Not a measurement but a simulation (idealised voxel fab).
The following is a process module called voxel capacitor over wiring.
Each square cell in cross-section cut measures 5 nm, and the section as a whole is 295 nm wide.
Cross-sections here: square-cell grids, written as top-down lists of bands, a band being one or more rows of cells.
Each band's line starts with the height of the band's top and of its bottom, in nm. Then come its materials from left to right, each with its width in nm. One material with "edge to edge" fills the band from edge to edge. "blank" is empty space.
Heights from 0 (as-received wafer is one material below). Bottom band endless downward, as "0 down".
With a width like "30->40", each row of cells in the band differs from the next by the same amount, the top row carrying the first number and the bottom row the second.
The designation "nothing changed", where it is given for a processing step, indicates that no cell of the cross-section was altered in the course of that step.
Entry "Fully sealed cavities" = empty spaces >= 8 cells with no open way to the top; each as width x height at distance, distance from left edge, all nm.
after a step's settings: what the simulator itself notes on the step
overlay nm: right-of-plan distance of the mask on a masked step; negative values mean left-of-plan.

[This section lists the process steps that were planned]
- 1: RECEIVE [material Si]
- 2: CONFORMAL_DEP [material SiO2] [thk nm 15]
- 3: DIRECTIONAL_DEP [material TiN] [thk nm 5]
- 4: DIRECTIONAL_DEP [material W] [thk nm 25]
- 5: MASKED_ETCH [tone cover] [mask id METAL_1] [width nm 25] [pitch nm 90] [etch materials W] [depth nm 25] [overlay nm 0]
- 6: MASKED_ETCH [tone cover] [mask id METAL_1] [width nm 25] [pitch nm 90] [etch materials TiN] [depth nm 5] [overlay nm 0]
- 7: FILL_DEP [material SiO2] [thk nm 5]
- 8: CMP [height nm 45]
- 9: CONFORMAL_DEP [material SiCN] [thk nm 5]
- 10: DIRECTIONAL_DEP [material SiO2] [thk nm 10]
- 11: PATTERN [tone open] [mask id PLUG_1] [material resist] [width nm 15] [thk nm 15] [overlay nm 0]
- 12: DIRECTIONAL_ETCH [etch materials SiO2] [depth nm 10]
- 13: DIRECTIONAL_ETCH [etch materials SiCN] [depth nm 5]
- 14: STRIP [etch materials resist]
- 15: EPI [material Ru] [thk nm 10]
- 16: EPI [material Ru] [thk nm 5]
- 17: DIRECTIONAL_DEP [material TiN] [thk nm 5]
- 18: DIRECTIONAL_DEP [material Al2O3] [thk nm 5]
- 19: DIRECTIONAL_DEP [material TiN] [thk nm 10]
- 20: PATTERN [tone cover] [mask id UPPER_PLATE] [material resist] [width nm 70] [thk nm 15] [overlay nm 0]
- 21: DIRECTIONAL_ETCH [etch materials TiN] [depth nm 10]
- 22: DIRECTIONAL_ETCH [etch materials Al2O3] [depth nm 5]
- 23: STRIP [etch materials resist]
- 24: MASKED_ETCH [tone cover] [mask id LOWER_PLATE] [width nm 80] [etch materials TiN] [depth nm 5] [overlay nm 0]
- 25: FILL_DEP [material SiO2] [thk nm 20]
- 26: CMP [height nm 95]
- 27: PATTERN [tone open] [mask id PLUG_2] [material resist] [width nm 15] [thk nm 15] [overlay nm 0]
- 28: DIRECTIONAL_ETCH [etch materials SiO2] [depth nm 15]
- 29: STRIP [etch materials resist]
- 30: CONFORMAL_DEP [material TiN] [thk nm 5]
- 31: FILL_DEP [material Cu] [thk nm 10]
- 32: CMP [height nm 95]
- 33: CONFORMAL_DEP [material SiCN] [thk nm 5]

[as received, after step 1]
- 0 down | Si edge to edge
- Fully sealed cavities: none

[Here's the cross-section of the first of our two wafers at the end of the module - it ran as planned]
- 100 to 95 | SiCN edge to edge
- 95 to 85 | SiO2 (110) / TiN (5) / Cu (5) / TiN (5) / SiO2 (170)
- 85 to 80 | SiO2 (110) / TiN (15) / SiO2 (170)
- 80 to 70 | SiO2 (100) / TiN (70) / SiO2 (125)
- 70 to 65 | SiO2 (100) / Al2O3 (70) / SiO2 (125)
- 65 to 60 | SiO2 (95) / TiN (80) / SiO2 (120)
- 60 to 50 | SiO2 (100) / Ru (15) / SiO2 (180)
- 50 to 45 | SiCN (100) / Ru (15) / SiCN (180)
- 45 to 20 | SiO2 (90) / W (25) / SiO2 (65) / W (25) / SiO2 (90)
- 20 to 15 | SiO2 (90) / TiN (25) / SiO2 (65) / TiN (25) / SiO2 (90)
- 15 to 0 | SiO2 edge to edge
- 0 down | Si edge to edge
- Fully sealed cavities: none

[So this is wafer number two of the two, cut at the end of the module - it started where the first did and had the same plan, we just got one thing wrong running it]
- 100 to 95 | SiCN edge to edge
- 95 to 90 | SiO2 (110) / TiN (5) / Cu (5) / TiN (5) / SiO2 (170)
- 90 to 85 | SiO2 (110) / TiN (15) / SiO2 (170)
- 85 to 80 | SiO2 (100) / TiN (5) / SiO2 (5) / TiN (60) / SiO2 (125)
- 80 to 75 | SiO2 (100) / TiN (70) / SiO2 (125)
- 75 to 70 | SiO2 (100) / Al2O3 (5) / TiN (5) / Al2O3 (60) / SiO2 (125)
- 70 to 65 | Ru (105) / Al2O3 (5) / Ru (185)
- 65 to 60 | TiN (100) / Ru (15) / TiN (180)
- 60 to 55 | SiO2 (100) / TiN (15) / SiO2 (180)
- 55 to 50 | SiO2 (100) / Ru (15) / SiO2 (180)
- 50 to 45 | SiCN (100) / Ru (15) / SiCN (180)
- 45 to 20 | SiO2 (90) / W (25) / SiO2 (65) / W (25) / SiO2 (90)
- 20 to 15 | SiO2 (90) / TiN (25) / SiO2 (65) / TiN (25) / SiO2 (90)
- 15 to 0 | SiO2 edge to edge
- 0 down | Si edge to edge
- Fully sealed cavities: none
It is concluded that the wafer was processed incorrectly with respect to the plan, in that step 16 ran in the slot meant for step 17, and vice versa
The closing comparison, in cells, has the second wafer with more or fewer of some materials than the first: Cu -1, Ru +58, SiO2 -98, TiN +41
